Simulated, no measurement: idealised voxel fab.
The following is a process module called voxel lift off.
Pictured: cross-section cut, 165 nm wide, on a grid of 5 nm square cells.
How to read a cross-section here: the picture is a grid of square cells, written as bands going from the top down, and any band can span one or more rows of cells. First you get the band's top height and its bottom height, in nm, and then the materials it's made of, left to right, with each width in nm. If you see a single material with "throughout", that one covers the band edge to edge. "empty" is empty space. The reference from which all heights are counted is 0, the level beneath which the as-received wafer is entirely one material; the lowest band, having no lower bound, proceeds downward and is written after the example "0 down". Top row gets the first number, bottom row gets the second, and each row in between changes by the same step: that is how a band width like "30..40" works. Any step labelled "no modifications" changed none of the cells in the cross-section. Entry "Enclosed cavity list". Content: empty spaces with no open connection to the top, size 8 cells or greater. Each: width x height at distance. Distance: from left edge. Unit: nm. If you see something after the settings on a step's line, that's the simulator's own remark about that step. Regarding "overlay nm": on a step with a mask, it is the distance the mask lay to the right of its planned place; a negative value places it to the left.
### Listed below are the process steps as planned
1: RECEIVE: material Si
2: CONFORMAL_DEP: material SiO2, thk nm 10
3: PATTERN: tone open, mask id LINES, material resist, width nm 15, pitch nm 30, thk nm 25, overlay nm 0
4: DIRECTIONAL_DEP: material Ru, thk nm 15
5: STRIP: etch materials resist
6: CONFORMAL_DEP: material SiO2, thk nm 5
### Cross-section of the wafer upon arrival, representing the state reached after step 1
> 0 down: Si throughout
> Enclosed cavity list: none
### Wafer cross-section at module end: first of two, run to plan
> 30 to 25: empty (25) / SiO2 (25) / empty (5) / SiO2 (25) / empty (5) / SiO2 (25) / empty (5) / SiO2 (25) / empty (25)
> 25 to 15: empty (25) / SiO2 (5) / Ru (15) / SiO2 (5) / empty (5) / SiO2 (5) / Ru (15) / SiO2 (5) / empty (5) / SiO2 (5) / Ru (15) / SiO2 (5) / empty (5) / SiO2 (5) / Ru (15) / SiO2 (5) / empty (25)
> 15 to 10: SiO2 (30) / Ru (15) / SiO2 (15) / Ru (15) / SiO2 (15) / Ru (15) / SiO2 (15) / Ru (15) / SiO2 (30)
> 10 to 0: SiO2 throughout
> 0 down: Si throughout
> Enclosed cavity list: none
### Here's the second of our two wafers sectioned at module end. Same start as the first, same plan, but one mistake got made running it
> 30 to 15: empty (25) / Ru (25) / empty (5) / Ru (25) / empty (5) / Ru (25) / empty (5) / Ru (25) / empty (25)
> 15 to 10: Ru throughout
> 10 to 0: SiO2 throughout
> 0 down: Si throughout
> Enclosed cavity list: none
Error vs. plan: step 6 was run on a setting that differed from the plan, and what really ran there is CONFORMAL_DEP: material Ru, thk nm 5
Looking at both finished wafers in cells, the second ends up ahead of or behind the first on some materials: Ru: 57 more; SiO2: 57 fewer
